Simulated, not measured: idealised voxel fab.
The name of this process module is voxel ribs on slabs.
Shown is cross-section cut, with a width of 295 nm and square cells of size 5 nm.
We lay out every cross-section as a grid of square cells and spell it out in bands from the top down, where one band means one or more rows of cells. Within each band entry, the heights of the top and of the bottom of the band appear first, in that order and in nm; the materials of the band then follow from left to right, each with its corresponding width in nm. The designation "throughout" on a single material indicates that it fills the band from edge to edge; the designation "blank" indicates empty space. A quick word on heights: they are counted from 0, and under that level the wafer as it came to us is one material throughout. The lowest band is different from the rest in having no bottom; it simply continues downward, written as in "0 down". The expression "30..40" gives the width at the extremes of the band, the first number at its top row of cells and the second at its bottom row, with the width changing by equal amounts from each row to the next in between. It should be understood that the words "nothing changed", when stated for a given step, signify that the cross-section underwent no change in any of its cells during that step. What "Voids lacking openings" gives you is every empty space of 8 cells or more that is cut off from the top. Each appears as width x height at distance, with the distance taken from the left edge and width, height and distance all in nm. What comes after the settings on a step's line is commentary from the simulator itself on that step. You can add "overlay nm" to a step's line. For a step with a mask, it describes how far the mask lay to the right of its planned position, and a negative number describes a lay to the left.
List of planned process steps
- 1: RECEIVE,material Si
- 2: DIRECTIONAL_DEP,material SiO2,thk nm 30
- 3: DIRECTIONAL_DEP,material polySi,thk nm 25
- 4: PATTERN,tone cover,mask id RIB,material resist,width nm 30,thk nm 20,overlay nm -15
- 5: DIRECTIONAL_ETCH,etch materials polySi,depth nm 15
- 6: STRIP,etch materials resist
- 7: MASKED_ETCH,tone cover,mask id SLAB,width nm 60,etch materials polySi,depth nm 10,overlay nm 0
- 8: FILL_DEP,material SiO2,thk nm 30
- 9: CMP,height nm 75
- 10: DIRECTIONAL_DEP,material W,thk nm 5
- 11: DIRECTIONAL_DEP,material aC,thk nm 10
- 12: PATTERN,tone cover,mask id HEATER,material resist,width nm 40,thk nm 25,overlay nm 0
- 13: DIRECTIONAL_ETCH,etch materials aC,depth nm 10
- 14: STRIP,etch materials resist
- 15: DIRECTIONAL_ETCH,etch materials W,depth nm 5
- 16: STRIP,etch materials aC
- 17: CONFORMAL_DEP,material SiO2,thk nm 10
Among the wafers covered here, the point of difference is the overlay nm at step 4; their starting state is shared, and the plan presents the value of the first wafer.
First wafer of several, as received: cross-section after step 1
0 down | Si throughout
Voids lacking openings: none
First wafer of several, cross-section, module end, after step 17 (last)
90 to 85 | 115 of blank, then 60 of SiO2, then 120 of blank
85 to 80 | SiO2 throughout
80 to 75 | 125 of SiO2, then 40 of W, then 130 of SiO2
75 to 55 | SiO2 throughout
55 to 40 | 115 of SiO2, then 30 of polySi, then 150 of SiO2
40 to 30 | 115 of SiO2, then 60 of polySi, then 120 of SiO2
30 to 0 | SiO2 throughout
0 down | Si throughout
Voids lacking openings: none
Last wafer of the set, cross-sectioned at end of module
90 to 85 | 115 of blank, then 60 of SiO2, then 120 of blank
85 to 80 | SiO2 throughout
80 to 75 | 125 of SiO2, then 40 of W, then 130 of SiO2
75 to 55 | SiO2 throughout
55 to 40 | 145 of SiO2, then 30 of polySi, then 120 of SiO2
40 to 30 | 115 of SiO2, then 60 of polySi, then 120 of SiO2
30 to 0 | SiO2 throughout
0 down | Si throughout
Voids lacking openings: none
Gained (+) or lost (-) cells of each material since receipt, then closed voids: one row per wafer, at the end of the module
overlay nm -15 | +965 SiO2 | +8 W | +42 polySi | Voids lacking openings: none
overlay nm -10 | +965 SiO2 | +8 W | +42 polySi | Voids lacking openings: none
overlay nm -5 | +965 SiO2 | +8 W | +42 polySi | Voids lacking openings: none
overlay nm 0 | +965 SiO2 | +8 W | +42 polySi | Voids lacking openings: none
overlay nm 5 | +965 SiO2 | +8 W | +42 polySi | Voids lacking openings: none
overlay nm 10 | +965 SiO2 | +8 W | +42 polySi | Voids lacking openings: none
overlay nm 15 | +965 SiO2 | +8 W | +42 polySi | Voids lacking openings: none
